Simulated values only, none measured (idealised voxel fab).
Process module in this document: voxel transistor to metal
The figure presents cross-section cut, which has a width of 190 nm and is divided into square cells with an edge length of 5 nm.
In this document a cross-section is written as a grid of square cells. It is given as a series of bands, listed from the top down, and a band is one or more rows of cells. Band entry format. Leading values: height of top, height of bottom, nm. Remainder: materials in left-to-right order, each with its width in nm. Special words: "everywhere" on a single material, which then fills the band edge to edge; "empty", empty space. Beneath 0, the wafer as received is one material, and that level is where height counting begins. The lowest band goes on downward without a bottom; it is written like "from 0 down". Width: "30->40" (first number = top row, second number = bottom row, same change from row to row of cells). The designation "changes: none", where it is given for a processing step, indicates that no cell of the cross-section was altered in the course of that step. Enclosed void listing: empty space of 8 cells or more with no open way to the top, each as width x height at its distance from the left edge, in nm. Whatever follows a step's settings on its line is a remark the simulator itself makes about that step. overlay nm: where the mask lay relative to plan, measured to the right, on steps with a mask; negatives go left.

# Steps planned for the process
1. RECEIVE, material Si
2. OXIDIZE, depth nm 5
3. CONFORMAL_DEP, material SiN, thk nm 15
4. MASKED_ETCH, tone cover, mask id ACTIVE, width nm 135, etch materials SiN, depth nm 15, overlay nm 0
5. MASKED_ETCH, tone cover, mask id ACTIVE, width nm 135, etch materials SiO2, depth nm 5, overlay nm 0
6. MASKED_ETCH, tone cover, mask id ACTIVE, width nm 135, etch materials Si, depth nm 20, overlay nm 0
7. FILL_DEP, material SiO2, thk nm 10
8. CMP, height nm 15
9. SELECTIVE_ETCH, etch materials SiO2, depth nm 5
10. STRIP, etch materials SiN
11. SELECTIVE_ETCH, etch materials SiO2, depth nm 5
12. OXIDIZE, depth nm 5
13. DIRECTIONAL_DEP, material polySi, thk nm 30
14. DIRECTIONAL_DEP, material SiCN, thk nm 10
15. DIRECTIONAL_DEP, material aC, thk nm 15
16. PATTERN, tone cover, mask id GATE, material resist, width nm 35, thk nm 30, overlay nm 0
17. DIRECTIONAL_ETCH, etch materials aC, depth nm 15
18. STRIP, etch materials resist
19. DIRECTIONAL_ETCH, etch materials SiCN, depth nm 20
20. DIRECTIONAL_ETCH, etch materials polySi, depth nm 40
21. STRIP, etch materials aC
22. CONFORMAL_DEP, material SiN, thk nm 5
23. DIRECTIONAL_ETCH, etch materials SiN, depth nm 5
24. DIRECTIONAL_ETCH, etch materials SiO2, depth nm 5
25. DIRECTIONAL_ETCH, etch materials Si, depth nm 5
26. EPI, material nSi, thk nm 5
27. FILL_DEP, material SiO2, thk nm 10
28. CMP, height nm 25
29. STRIP, etch materials polySi
30. SELECTIVE_ETCH, etch materials SiO2, depth nm 5
31. CONFORMAL_DEP, material HfO2, thk nm 5
32. CONFORMAL_DEP, material TiN, thk nm 5
33. FILL_DEP, material W, thk nm 10
34. CMP, height nm 20
35. DIRECTIONAL_DEP, material SiO2, thk nm 15
36. MASKED_ETCH, tone open, mask id CONTACT, width nm 20, pitch nm 95, etch materials SiO2, depth nm 45, overlay nm 0
37. CONFORMAL_DEP, material TiN, thk nm 5
38. FILL_DEP, material W, thk nm 5
39. CMP, height nm 35
40. DIRECTIONAL_DEP, material TiN, thk nm 5
41. DIRECTIONAL_DEP, material W, thk nm 20
42. MASKED_ETCH, tone cover, mask id METAL_1, width nm 20, pitch nm 95, etch materials W, depth nm 20, overlay nm 0
43. MASKED_ETCH, tone cover, mask id METAL_1, width nm 20, pitch nm 95, etch materials TiN, depth nm 5, overlay nm 0
44. FILL_DEP, material lowk, thk nm 10
45. CMP, height nm 60
46. CONFORMAL_DEP, material SiCN, thk nm 5

# Below: the first of two wafers, run as planned

# Cross-sectional view of the wafer in its as-received condition, corresponding to the state after step 1
	from 0 down = Si everywhere
	Enclosed void listing: none

# Presented here is a cross-section of the wafer after step 2 has been performed
	from 0 to -5 = SiO2 everywhere
	Lower than -5, everything is as it was.

# Presented here is a cross-section of the wafer after step 3 has been performed
	from 15 to 0 = SiN everywhere
	Lower than 0, everything is as it was.

# Presented here is a cross-section of the wafer after step 4 has been performed
	from 15 to 0 = empty (25); SiN (135); empty (30)
	Lower than 0, everything is as it was.

# Presented here is a cross-section of the wafer after step 5 has been performed
	from 15 to 0 = empty (25); SiN (135); empty (30)
	from 0 to -5 = empty (25); SiO2 (135); empty (30)
	Lower than -5, everything is as it was.

# Presented here is a cross-section of the wafer after step 6 has been performed
	from 15 to 0 = empty (25); SiN (135); empty (30)
	from 0 to -5 = empty (25); SiO2 (135); empty (30)
	from -5 to -25 = empty (25); Si (135); empty (30)
	Lower than -25, everything is as it was.

# Presented here is a cross-section of the wafer after step 7 has been performed
	from 25 to 15 = SiO2 everywhere
	from 15 to 0 = SiO2 (25); SiN (135); SiO2 (30)
	from 0 to -5 = SiO2 everywhere
	from -5 to -25 = SiO2 (25); Si (135); SiO2 (30)
	Lower than -25, everything is as it was.

# Presented here is a cross-section of the wafer after step 8 has been performed
	from 15 to 0 = SiO2 (25); SiN (135); SiO2 (30)
	Lower than 0, everything is as it was.

# Presented here is a cross-section of the wafer after step 9 has been performed
	from 15 to 10 = empty (25); SiN (135); empty (30)
	Lower than 10, everything is as it was.

# Presented here is a cross-section of the wafer after step 10 has been performed
	from 10 to 0 = SiO2 (25); empty (135); SiO2 (30)
	Lower than 0, everything is as it was.

# Presented here is a cross-section of the wafer after step 11 has been performed
	from 5 to -5 = SiO2 (20); empty (145); SiO2 (25)
	Lower than -5, everything is as it was.

# Presented here is a cross-section of the wafer after step 12 has been performed
	from 5 to -5 = SiO2 (20); empty (145); SiO2 (25)
	from -5 to -10 = SiO2 everywhere
	Lower than -10, everything is as it was.

# Presented here is a cross-section of the wafer after step 13 has been performed
	from 35 to 25 = polySi (20); empty (145); polySi (25)
	from 25 to 5 = polySi everywhere
	from 5 to -5 = SiO2 (20); polySi (145); SiO2 (25)
	Lower than -5, everything is as it was.

# Presented here is a cross-section of the wafer after step 14 has been performed
	from 45 to 35 = SiCN (20); empty (145); SiCN (25)
	from 35 to 25 = polySi (20); SiCN (145); polySi (25)
	Lower than 25, everything is as it was.

# Presented here is a cross-section of the wafer after step 15 has been performed
	from 60 to 50 = aC (20); empty (145); aC (25)
	from 50 to 45 = aC everywhere
	from 45 to 35 = SiCN (20); aC (145); SiCN (25)
	Lower than 35, everything is as it was.

# Presented here is a cross-section of the wafer after step 16 has been performed
	from 90 to 60 = empty (75); resist (35); empty (80)
	from 60 to 50 = aC (20); empty (55); resist (35); empty (55); aC (25)
	Lower than 50, everything is as it was.

# Presented here is a cross-section of the wafer after step 17 has been performed
	from 75 to 50 = empty (75); resist (35); empty (80)
	from 50 to 45 = empty (75); aC (35); empty (80)
	from 45 to 35 = SiCN (20); empty (55); aC (35); empty (55); SiCN (25)
	Lower than 35, everything is as it was.

# Presented here is a cross-section of the wafer after step 18 has been performed
	from 50 to 45 = empty (75); aC (35); empty (80)
	Lower than 45, everything is as it was.

# Presented here is a cross-section of the wafer after step 19 has been performed
	from 50 to 35 = empty (75); aC (35); empty (80)
	from 35 to 25 = polySi (20); empty (55); SiCN (35); empty (55); polySi (25)
	Lower than 25, everything is as it was.

# Presented here is a cross-section of the wafer after step 20 has been performed
	from 50 to 35 = empty (75); aC (35); empty (80)
	from 35 to 25 = empty (75); SiCN (35); empty (80)
	from 25 to 5 = empty (75); polySi (35); empty (80)
	from 5 to -5 = SiO2 (20); empty (55); polySi (35); empty (55); SiO2 (25)
	Lower than -5, everything is as it was.

# Presented here is a cross-section of the wafer after step 21 has been performed
	from 35 to 25 = empty (75); SiCN (35); empty (80)
	Lower than 25, everything is as it was.

# Presented here is a cross-section of the wafer after step 22 has been performed
	from 40 to 35 = empty (70); SiN (45); empty (75)
	from 35 to 25 = empty (70); SiN (5); SiCN (35); SiN (5); empty (75)
	from 25 to 10 = empty (70); SiN (5); polySi (35); SiN (5); empty (75)
	from 10 to 5 = SiN (25); empty (45); SiN (5); polySi (35); SiN (5); empty (45); SiN (30)
	from 5 to 0 = SiO2 (20); SiN (5); empty (45); SiN (5); polySi (35); SiN (5); empty (45); SiN (5); SiO2 (25)
	from 0 to -5 = SiO2 (20); SiN (55); polySi (35); SiN (55); SiO2 (25)
	Lower than -5, everything is as it was.

# Presented here is a cross-section of the wafer after step 23 has been performed
	from 35 to 25 = empty (70); SiN (5); SiCN (35); SiN (5); empty (75)
	from 25 to 5 = empty (70); SiN (5); polySi (35); SiN (5); empty (75)
	from 5 to -5 = SiO2 (20); SiN (5); empty (45); SiN (5); polySi (35); SiN (5); empty (45); SiN (5); SiO2 (25)
	Lower than -5, everything is as it was.

# Presented here is a cross-section of the wafer after step 24 has been performed
	from 35 to 25 = empty (70); SiN (5); SiCN (35); SiN (5); empty (75)
	from 25 to 5 = empty (70); SiN (5); polySi (35); SiN (5); empty (75)
	from 5 to 0 = empty (20); SiN (5); empty (45); SiN (5); polySi (35); SiN (5); empty (45); SiN (5); empty (25)
	from 0 to -5 = SiO2 (20); SiN (5); empty (45); SiN (5); polySi (35); SiN (5); empty (45); SiN (5); SiO2 (25)
	from -5 to -10 = SiO2 (25); empty (45); SiO2 (45); empty (45); SiO2 (30)
	Lower than -10, everything is as it was.

# Presented here is a cross-section of the wafer after step 25 has been performed
	from 35 to 25 = empty (70); SiN (5); SiCN (35); SiN (5); empty (75)
	from 25 to 5 = empty (70); SiN (5); polySi (35); SiN (5); empty (75)
	from 5 to 0 = empty (20); SiN (5); empty (45); SiN (5); polySi (35); SiN (5); empty (45); SiN (5); empty (25)
	from 0 to -5 = SiO2 (20); SiN (5); empty (45); SiN (5); polySi (35); SiN (5); empty (45); SiN (5); SiO2 (25)
	from -5 to -10 = SiO2 (25); empty (45); SiO2 (45); empty (45); SiO2 (30)
	from -10 to -15 = SiO2 (25); empty (45); Si (45); empty (45); SiO2 (30)
	Lower than -15, everything is as it was.

# Presented here is a cross-section of the wafer after step 26 has been performed
	from 35 to 25 = empty (70); SiN (5); SiCN (35); SiN (5); empty (75)
	from 25 to 5 = empty (70); SiN (5); polySi (35); SiN (5); empty (75)
	from 5 to 0 = empty (20); SiN (5); empty (45); SiN (5); polySi (35); SiN (5); empty (45); SiN (5); empty (25)
	from 0 to -5 = SiO2 (20); SiN (5); empty (45); SiN (5); polySi (35); SiN (5); empty (45); SiN (5); SiO2 (25)
	from -5 to -10 = SiO2 (25); empty (40); nSi (5); SiO2 (45); nSi (5); empty (40); SiO2 (30)
	from -10 to -15 = SiO2 (25); nSi (45); Si (45); nSi (45); SiO2 (30)
	Lower than -15, everything is as it was.

# Presented here is a cross-section of the wafer after step 27 has been performed
	from 45 to 35 = SiO2 everywhere
	from 35 to 25 = SiO2 (70); SiN (5); SiCN (35); SiN (5); SiO2 (75)
	from 25 to 5 = SiO2 (70); SiN (5); polySi (35); SiN (5); SiO2 (75)
	from 5 to -5 = SiO2 (20); SiN (5); SiO2 (45); SiN (5); polySi (35); SiN (5); SiO2 (45); SiN (5); SiO2 (25)
	from -5 to -10 = SiO2 (65); nSi (5); SiO2 (45); nSi (5); SiO2 (70)
	Lower than -10, everything is as it was.

# Presented here is a cross-section of the wafer after step 28 has been performed
	from 25 to 5 = SiO2 (70); SiN (5); polySi (35); SiN (5); SiO2 (75)
	Lower than 5, everything is as it was.

# Presented here is a cross-section of the wafer after step 29 has been performed
	from 25 to 5 = SiO2 (70); SiN (5); empty (35); SiN (5); SiO2 (75)
	from 5 to -5 = SiO2 (20); SiN (5); SiO2 (45); SiN (5); empty (35); SiN (5); SiO2 (45); SiN (5); SiO2 (25)
	Lower than -5, everything is as it was.

# Presented here is a cross-section of the wafer after step 30 has been performed
	from 25 to 20 = empty (70); SiN (5); empty (35); SiN (5); empty (75)
	from 20 to 5 = SiO2 (70); SiN (5); empty (35); SiN (5); SiO2 (75)
	from 5 to -5 = SiO2 (20); SiN (5); SiO2 (45); SiN (5); empty (35); SiN (5); SiO2 (45); SiN (5); SiO2 (25)
	from -5 to -10 = SiO2 (65); nSi (5); empty (45); nSi (5); SiO2 (70)
	Lower than -10, everything is as it was.

# Presented here is a cross-section of the wafer after step 31 has been performed
	from 30 to 25 = empty (65); HfO2 (15); empty (25); HfO2 (15); empty (70)
	from 25 to 20 = HfO2 (70); SiN (5); HfO2 (5); empty (25); HfO2 (5); SiN (5); HfO2 (75)
	from 20 to 5 = SiO2 (70); SiN (5); HfO2 (5); empty (25); HfO2 (5); SiN (5); SiO2 (75)
	from 5 to -5 = SiO2 (20); SiN (5); SiO2 (45); SiN (5); HfO2 (5); empty (25); HfO2 (5); SiN (5); SiO2 (45); SiN (5); SiO2 (25)
	from -5 to -10 = SiO2 (65); nSi (5); HfO2 (45); nSi (5); SiO2 (70)
	Lower than -10, everything is as it was.

# Presented here is a cross-section of the wafer after step 32 has been performed
	from 35 to 30 = empty (60); TiN (25); empty (15); TiN (25); empty (65)
	from 30 to 25 = TiN (65); HfO2 (15); TiN (5); empty (15); TiN (5); HfO2 (15); TiN (70)
	from 25 to 20 = HfO2 (70); SiN (5); HfO2 (5); TiN (5); empty (15); TiN (5); HfO2 (5); SiN (5); HfO2 (75)
	from 20 to 5 = SiO2 (70); SiN (5); HfO2 (5); TiN (5); empty (15); TiN (5); HfO2 (5); SiN (5); SiO2 (75)
	from 5 to 0 = SiO2 (20); SiN (5); SiO2 (45); SiN (5); HfO2 (5); TiN (5); empty (15); TiN (5); HfO2 (5); SiN (5); SiO2 (45); SiN (5); SiO2 (25)
	from 0 to -5 = SiO2 (20); SiN (5); SiO2 (45); SiN (5); HfO2 (5); TiN (25); HfO2 (5); SiN (5); SiO2 (45); SiN (5); SiO2 (25)
	Lower than -5, everything is as it was.

# Presented here is a cross-section of the wafer after step 33 has been performed
	from 45 to 35 = W everywhere
	from 35 to 30 = W (60); TiN (25); W (15); TiN (25); W (65)
	from 30 to 25 = TiN (65); HfO2 (15); TiN (5); W (15); TiN (5); HfO2 (15); TiN (70)
	from 25 to 20 = HfO2 (70); SiN (5); HfO2 (5); TiN (5); W (15); TiN (5); HfO2 (5); SiN (5); HfO2 (75)
	from 20 to 5 = SiO2 (70); SiN (5); HfO2 (5); TiN (5); W (15); TiN (5); HfO2 (5); SiN (5); SiO2 (75)
	from 5 to 0 = SiO2 (20); SiN (5); SiO2 (45); SiN (5); HfO2 (5); TiN (5); W (15); TiN (5); HfO2 (5); SiN (5); SiO2 (45); SiN (5); SiO2 (25)
	Lower than 0, everything is as it was.

# Presented here is a cross-section of the wafer after step 34 has been performed
	from 20 to 5 = SiO2 (70); SiN (5); HfO2 (5); TiN (5); W (15); TiN (5); HfO2 (5); SiN (5); SiO2 (75)
	Lower than 5, everything is as it was.

# Presented here is a cross-section of the wafer after step 35 has been performed
	from 35 to 20 = SiO2 everywhere
	Lower than 20, everything is as it was.

# Presented here is a cross-section of the wafer after step 36 has been performed
	from 35 to 20 = SiO2 (35); empty (20); SiO2 (75); empty (20); SiO2 (40)
	from 20 to 5 = SiO2 (35); empty (20); SiO2 (15); SiN (5); HfO2 (5); TiN (5); W (15); TiN (5); HfO2 (5); SiN (5); SiO2 (15); empty (20); SiO2 (40)
	from 5 to 0 = SiO2 (20); SiN (5); SiO2 (10); empty (20); SiO2 (15); SiN (5); HfO2 (5); TiN (5); W (15); TiN (5); HfO2 (5); SiN (5); SiO2 (15); empty (20); SiO2 (10); SiN (5); SiO2 (25)
	from 0 to -5 = SiO2 (20); SiN (5); SiO2 (10); empty (20); SiO2 (15); SiN (5); HfO2 (5); TiN (25); HfO2 (5); SiN (5); SiO2 (15); empty (20); SiO2 (10); SiN (5); SiO2 (25)
	from -5 to -10 = SiO2 (35); empty (20); SiO2 (10); nSi (5); HfO2 (45); nSi (5); SiO2 (10); empty (20); SiO2 (40)
	Lower than -10, everything is as it was.

# Presented here is a cross-section of the wafer after step 37 has been performed
	from 40 to 35 = TiN (40); empty (10); TiN (85); empty (10); TiN (45)
	from 35 to 20 = SiO2 (35); TiN (5); empty (10); TiN (5); SiO2 (75); TiN (5); empty (10); TiN (5); SiO2 (40)
	from 20 to 5 = SiO2 (35); TiN (5); empty (10); TiN (5); SiO2 (15); SiN (5); HfO2 (5); TiN (5); W (15); TiN (5); HfO2 (5); SiN (5); SiO2 (15); TiN (5); empty (10); TiN (5); SiO2 (40)
	from 5 to 0 = SiO2 (20); SiN (5); SiO2 (10); TiN (5); empty (10); TiN (5); SiO2 (15); SiN (5); HfO2 (5); TiN (5); W (15); TiN (5); HfO2 (5); SiN (5); SiO2 (15); TiN (5); empty (10); TiN (5); SiO2 (10); SiN (5); SiO2 (25)
	from 0 to -5 = SiO2 (20); SiN (5); SiO2 (10); TiN (5); empty (10); TiN (5); SiO2 (15); SiN (5); HfO2 (5); TiN (25); HfO2 (5); SiN (5); SiO2 (15); TiN (5); empty (10); TiN (5); SiO2 (10); SiN (5); SiO2 (25)
	from -5 to -10 = SiO2 (35); TiN (20); SiO2 (10); nSi (5); HfO2 (45); nSi (5); SiO2 (10); TiN (20); SiO2 (40)
	Lower than -10, everything is as it was.

# Presented here is a cross-section of the wafer after step 38 has been performed
	from 45 to 40 = W everywhere
	from 40 to 35 = TiN (40); W (10); TiN (85); W (10); TiN (45)
	from 35 to 20 = SiO2 (35); TiN (5); W (10); TiN (5); SiO2 (75); TiN (5); W (10); TiN (5); SiO2 (40)
	from 20 to 5 = SiO2 (35); TiN (5); W (10); TiN (5); SiO2 (15); SiN (5); HfO2 (5); TiN (5); W (15); TiN (5); HfO2 (5); SiN (5); SiO2 (15); TiN (5); W (10); TiN (5); SiO2 (40)
	from 5 to 0 = SiO2 (20); SiN (5); SiO2 (10); TiN (5); W (10); TiN (5); SiO2 (15); SiN (5); HfO2 (5); TiN (5); W (15); TiN (5); HfO2 (5); SiN (5); SiO2 (15); TiN (5); W (10); TiN (5); SiO2 (10); SiN (5); SiO2 (25)
	from 0 to -5 = SiO2 (20); SiN (5); SiO2 (10); TiN (5); W (10); TiN (5); SiO2 (15); SiN (5); HfO2 (5); TiN (25); HfO2 (5); SiN (5); SiO2 (15); TiN (5); W (10); TiN (5); SiO2 (10); SiN (5); SiO2 (25)
	Lower than -5, everything is as it was.

# Presented here is a cross-section of the wafer after step 39 has been performed
	from 35 to 20 = SiO2 (35); TiN (5); W (10); TiN (5); SiO2 (75); TiN (5); W (10); TiN (5); SiO2 (40)
	Lower than 20, everything is as it was.

# Presented here is a cross-section of the wafer after step 40 has been performed
	from 40 to 35 = TiN everywhere
	Lower than 35, everything is as it was.

# Presented here is a cross-section of the wafer after step 41 has been performed
	from 60 to 40 = W everywhere
	Lower than 40, everything is as it was.

# Presented here is a cross-section of the wafer after step 42 has been performed
	from 60 to 40 = empty (35); W (20); empty (75); W (20); empty (40)
	Lower than 40, everything is as it was.

# Presented here is a cross-section of the wafer after step 43 has been performed
	from 60 to 40 = empty (35); W (20); empty (75); W (20); empty (40)
	from 40 to 35 = empty (35); TiN (20); empty (75); TiN (20); empty (40)
	Lower than 35, everything is as it was.

# Presented here is a cross-section of the wafer after step 44 has been performed
	from 70 to 60 = lowk everywhere
	from 60 to 40 = lowk (35); W (20); lowk (75); W (20); lowk (40)
	from 40 to 35 = lowk (35); TiN (20); lowk (75); TiN (20); lowk (40)
	Lower than 35, everything is as it was.

# Presented here is a cross-section of the wafer after step 45 has been performed
	from 60 to 40 = lowk (35); W (20); lowk (75); W (20); lowk (40)
	Lower than 40, everything is as it was.

# Presented here is a cross-section of the wafer after step 46 has been performed
	from 65 to 60 = SiCN everywhere
	Lower than 60, everything is as it was.

# The second wafer: identical to the first at the outset and in its planned sequence, differing only in that one mistake was made during processing; up to and including step 2, its path is the first wafer's path

# What the second wafer looks like in cross-section when step 3 should have wrapped up
	from 15 to 0 = HfO2 everywhere
	Lower than 0, everything is as it was.

What the second wafer looks like in cross-section when step 4 should have wrapped up: changes: none

What the second wafer looks like in cross-section when step 5 should have wrapped up: changes: none

What the second wafer looks like in cross-section when step 6 should have wrapped up: changes: none

# What the second wafer looks like in cross-section when step 7 should have wrapped up
	from 25 to 15 = SiO2 everywhere
	Lower than 15, everything is as it was.

# What the second wafer looks like in cross-section when step 8 should have wrapped up
	from 15 to 0 = HfO2 everywhere
	Lower than 0, everything is as it was.

What the second wafer looks like in cross-section when step 9 should have wrapped up: changes: none

What the second wafer looks like in cross-section when step 10 should have wrapped up: changes: none

What the second wafer looks like in cross-section when step 11 should have wrapped up: changes: none

What the second wafer looks like in cross-section when step 12 should have wrapped up: changes: none

# What the second wafer looks like in cross-section when step 13 should have wrapped up
	from 45 to 15 = polySi everywhere
	Lower than 15, everything is as it was.

# What the second wafer looks like in cross-section when step 14 should have wrapped up
	from 55 to 45 = SiCN everywhere
	Lower than 45, everything is as it was.

# What the second wafer looks like in cross-section when step 15 should have wrapped up
	from 70 to 55 = aC everywhere
	Lower than 55, everything is as it was.

# What the second wafer looks like in cross-section when step 16 should have wrapped up
	from 100 to 70 = empty (75); resist (35); empty (80)
	Lower than 70, everything is as it was.

# What the second wafer looks like in cross-section when step 17 should have wrapped up
	from 85 to 70 = empty (75); resist (35); empty (80)
	from 70 to 55 = empty (75); aC (35); empty (80)
	Lower than 55, everything is as it was.

# What the second wafer looks like in cross-section when step 18 should have wrapped up
	from 70 to 55 = empty (75); aC (35); empty (80)
	Lower than 55, everything is as it was.

# What the second wafer looks like in cross-section when step 19 should have wrapped up
	from 70 to 55 = empty (75); aC (35); empty (80)
	from 55 to 45 = empty (75); SiCN (35); empty (80)
	Lower than 45, everything is as it was.

# What the second wafer looks like in cross-section when step 20 should have wrapped up
	from 70 to 55 = empty (75); aC (35); empty (80)
	from 55 to 45 = empty (75); SiCN (35); empty (80)
	from 45 to 15 = empty (75); polySi (35); empty (80)
	Lower than 15, everything is as it was.

# What the second wafer looks like in cross-section when step 21 should have wrapped up
	from 55 to 45 = empty (75); SiCN (35); empty (80)
	Lower than 45, everything is as it was.

# What the second wafer looks like in cross-section when step 22 should have wrapped up
	from 60 to 55 = empty (70); SiN (45); empty (75)
	from 55 to 45 = empty (70); SiN (5); SiCN (35); SiN (5); empty (75)
	from 45 to 20 = empty (70); SiN (5); polySi (35); SiN (5); empty (75)
	from 20 to 15 = SiN (75); polySi (35); SiN (80)
	Lower than 15, everything is as it was.

# What the second wafer looks like in cross-section when step 23 should have wrapped up
	from 55 to 45 = empty (70); SiN (5); SiCN (35); SiN (5); empty (75)
	from 45 to 15 = empty (70); SiN (5); polySi (35); SiN (5); empty (75)
	Lower than 15, everything is as it was.

What the second wafer looks like in cross-section when step 24 should have wrapped up: changes: none

What the second wafer looks like in cross-section when step 25 should have wrapped up: changes: none

What the second wafer looks like in cross-section when step 26 should have wrapped up: changes: none

# What the second wafer looks like in cross-section when step 27 should have wrapped up
	from 65 to 55 = SiO2 everywhere
	from 55 to 45 = SiO2 (70); SiN (5); SiCN (35); SiN (5); SiO2 (75)
	from 45 to 15 = SiO2 (70); SiN (5); polySi (35); SiN (5); SiO2 (75)
	Lower than 15, everything is as it was.

# What the second wafer looks like in cross-section when step 28 should have wrapped up
	from 25 to 15 = SiO2 (70); SiN (5); polySi (35); SiN (5); SiO2 (75)
	Lower than 15, everything is as it was.

# What the second wafer looks like in cross-section when step 29 should have wrapped up
	from 25 to 15 = SiO2 (70); SiN (5); empty (35); SiN (5); SiO2 (75)
	Lower than 15, everything is as it was.

# What the second wafer looks like in cross-section when step 30 should have wrapped up
	from 25 to 20 = empty (70); SiN (5); empty (35); SiN (5); empty (75)
	Lower than 20, everything is as it was.

# What the second wafer looks like in cross-section when step 31 should have wrapped up
	from 30 to 25 = empty (65); HfO2 (15); empty (25); HfO2 (15); empty (70)
	from 25 to 20 = HfO2 (70); SiN (5); HfO2 (5); empty (25); HfO2 (5); SiN (5); HfO2 (75)
	from 20 to 15 = SiO2 (70); SiN (5); HfO2 (35); SiN (5); SiO2 (75)
	Lower than 15, everything is as it was.

# What the second wafer looks like in cross-section when step 32 should have wrapped up
	from 35 to 30 = empty (60); TiN (25); empty (15); TiN (25); empty (65)
	from 30 to 25 = TiN (65); HfO2 (15); TiN (5); empty (15); TiN (5); HfO2 (15); TiN (70)
	from 25 to 20 = HfO2 (70); SiN (5); HfO2 (5); TiN (25); HfO2 (5); SiN (5); HfO2 (75)
	Lower than 20, everything is as it was.

# What the second wafer looks like in cross-section when step 33 should have wrapped up
	from 45 to 35 = W everywhere
	from 35 to 30 = W (60); TiN (25); W (15); TiN (25); W (65)
	from 30 to 25 = TiN (65); HfO2 (15); TiN (5); W (15); TiN (5); HfO2 (15); TiN (70)
	Lower than 25, everything is as it was.

# What the second wafer looks like in cross-section when step 34 should have wrapped up
	from 20 to 15 = SiO2 (70); SiN (5); HfO2 (35); SiN (5); SiO2 (75)
	Lower than 15, everything is as it was.

# What the second wafer looks like in cross-section when step 35 should have wrapped up
	from 35 to 20 = SiO2 everywhere
	Lower than 20, everything is as it was.

# What the second wafer looks like in cross-section when step 36 should have wrapped up
	from 35 to 20 = SiO2 (35); empty (20); SiO2 (75); empty (20); SiO2 (40)
	from 20 to 15 = SiO2 (35); empty (20); SiO2 (15); SiN (5); HfO2 (35); SiN (5); SiO2 (15); empty (20); SiO2 (40)
	Lower than 15, everything is as it was.

# What the second wafer looks like in cross-section when step 37 should have wrapped up
	from 40 to 35 = TiN (40); empty (10); TiN (85); empty (10); TiN (45)
	from 35 to 20 = SiO2 (35); TiN (5); empty (10); TiN (5); SiO2 (75); TiN (5); empty (10); TiN (5); SiO2 (40)
	from 20 to 15 = SiO2 (35); TiN (20); SiO2 (15); SiN (5); HfO2 (35); SiN (5); SiO2 (15); TiN (20); SiO2 (40)
	Lower than 15, everything is as it was.

# What the second wafer looks like in cross-section when step 38 should have wrapped up
	from 45 to 40 = W everywhere
	from 40 to 35 = TiN (40); W (10); TiN (85); W (10); TiN (45)
	from 35 to 20 = SiO2 (35); TiN (5); W (10); TiN (5); SiO2 (75); TiN (5); W (10); TiN (5); SiO2 (40)
	Lower than 20, everything is as it was.

# What the second wafer looks like in cross-section when step 39 should have wrapped up
	from 35 to 20 = SiO2 (35); TiN (5); W (10); TiN (5); SiO2 (75); TiN (5); W (10); TiN (5); SiO2 (40)
	Lower than 20, everything is as it was.

# What the second wafer looks like in cross-section when step 40 should have wrapped up
	from 40 to 35 = TiN everywhere
	Lower than 35, everything is as it was.

# What the second wafer looks like in cross-section when step 41 should have wrapped up
	from 60 to 40 = W everywhere
	Lower than 40, everything is as it was.

# What the second wafer looks like in cross-section when step 42 should have wrapped up
	from 60 to 40 = empty (35); W (20); empty (75); W (20); empty (40)
	Lower than 40, everything is as it was.

# What the second wafer looks like in cross-section when step 43 should have wrapped up
	from 60 to 40 = empty (35); W (20); empty (75); W (20); empty (40)
	from 40 to 35 = empty (35); TiN (20); empty (75); TiN (20); empty (40)
	Lower than 35, everything is as it was.

# What the second wafer looks like in cross-section when step 44 should have wrapped up
	from 70 to 60 = lowk everywhere
	from 60 to 40 = lowk (35); W (20); lowk (75); W (20); lowk (40)
	from 40 to 35 = lowk (35); TiN (20); lowk (75); TiN (20); lowk (40)
	Lower than 35, everything is as it was.

# What the second wafer looks like in cross-section when step 45 should have wrapped up
	from 60 to 40 = lowk (35); W (20); lowk (75); W (20); lowk (40)
	Lower than 40, everything is as it was.

# What the second wafer looks like in cross-section when step 46 should have wrapped up
	from 65 to 60 = SiCN everywhere
	Lower than 60, everything is as it was.
Against the plan, the run slipped here: step 3 deviated from plan and actually ran as CONFORMAL_DEP, material HfO2, thk nm 15
at the end the second wafer has, in cells: +102 HfO2 | +89 Si | -12 SiN | -94 SiO2 | -33 TiN | -32 W | -20 nSi
